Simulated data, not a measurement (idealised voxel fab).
Title: Process Module voxel released beams
Cross-section cut: width 265 nm, square cells of 5 nm.
When this document writes out a cross-section, it uses a grid of square cells and lists it as bands, beginning at the top and moving down, with a band standing for one or more rows of cells. Band entry format. Leading values: height of top, height of bottom, nm. Remainder: materials in left-to-right order, each with its width in nm. Special words: "throughout" on a single material, which then fills the band edge to edge; "air", empty space. All heights in this document are referenced to 0, defined as the level beneath which the wafer, as received, consists entirely of one material. The lowest band is not bounded below; it extends indefinitely downward and is written in the form "0 nm and below". A two-number width, for instance "30 to 40", indicates that the width is equal to the first number in the top row of the band and to the second number in the bottom row, and that it changes by a constant amount per row of cells. A step reported as "no modification" is a step in which no cell of the cross-section changed. The entry titled "Closed empty spaces" provides the empty spaces that have no open way to the top, restricted to those of 8 cells or more. Each is presented as width x height at distance, the distance being measured from the left edge, with all three in nm. Past the settings on a step's line: simulator remark, on that step. overlay nm: step with mask; distance mask lay right of planned place; negative value = left of planned place.
THE PLANNED PROCESS STEPS ARE ENUMERATED HEREUNDER
1) RECEIVE with material Si
2) CONFORMAL_DEP with material SiN, thk nm 5
3) DIRECTIONAL_DEP with material SiO2, thk nm 20
4) DIRECTIONAL_DEP with material aC, thk nm 10
5) PATTERN with tone open, mask id ANCHOR, material resist, width nm 25, thk nm 25, overlay nm 0
6) DIRECTIONAL_ETCH with etch materials aC, depth nm 10
7) STRIP with etch materials resist
8) DIRECTIONAL_ETCH with etch materials SiO2, depth nm 20
9) STRIP with etch materials aC
10) CONFORMAL_DEP with material W, thk nm 10
11) MASKED_ETCH with tone cover, mask id BEAM, width nm 95, etch materials W, depth nm 10, overlay nm 0
12) STRIP with etch materials SiO2
CROSS-SECTIONAL VIEW OF THE WAFER IN ITS AS-RECEIVED CONDITION, CORRESPONDING TO THE STATE AFTER STEP 1
    0 nm and below = Si throughout
    Closed empty spaces: none
RUN AS PLANNED - FIRST OF THE TWO WAFERS CROSS-SECTIONED AT THE END OF THE MODULE
    35 nm to 25 nm = air (80), W (15), air (5), W (75), air (90)
    25 nm to 15 nm = air (85), W (10), air (5), W (10), air (155)
    15 nm to 5 nm = air (85), W (25), air (155)
    5 nm to 0 nm = SiN throughout
    0 nm and below = Si throughout
    Closed empty spaces: none
CROSS-SECTIONAL VIEW OF THE SECOND OF TWO WAFERS UPON COMPLETION OF THE MODULE. THIS WAFER SHARED ITS STARTING CONDITION AND PROCESS PLAN WITH THE FIRST; ONE ERROR WAS MADE DURING ITS EXECUTION
    25 nm to 5 nm = SiO2 (85), air (25), SiO2 (155)
    5 nm to 0 nm = SiN throughout
    0 nm and below = Si throughout
    Closed empty spaces: none
Short version of what went wrong: step 12 was run on a setting that differed from the plan, and what really ran there is STRIP with etch materials W
Looking at both finished wafers in cells, the second ends up ahead of or behind the first on some materials: 192 more of SiO2; 54 fewer of W
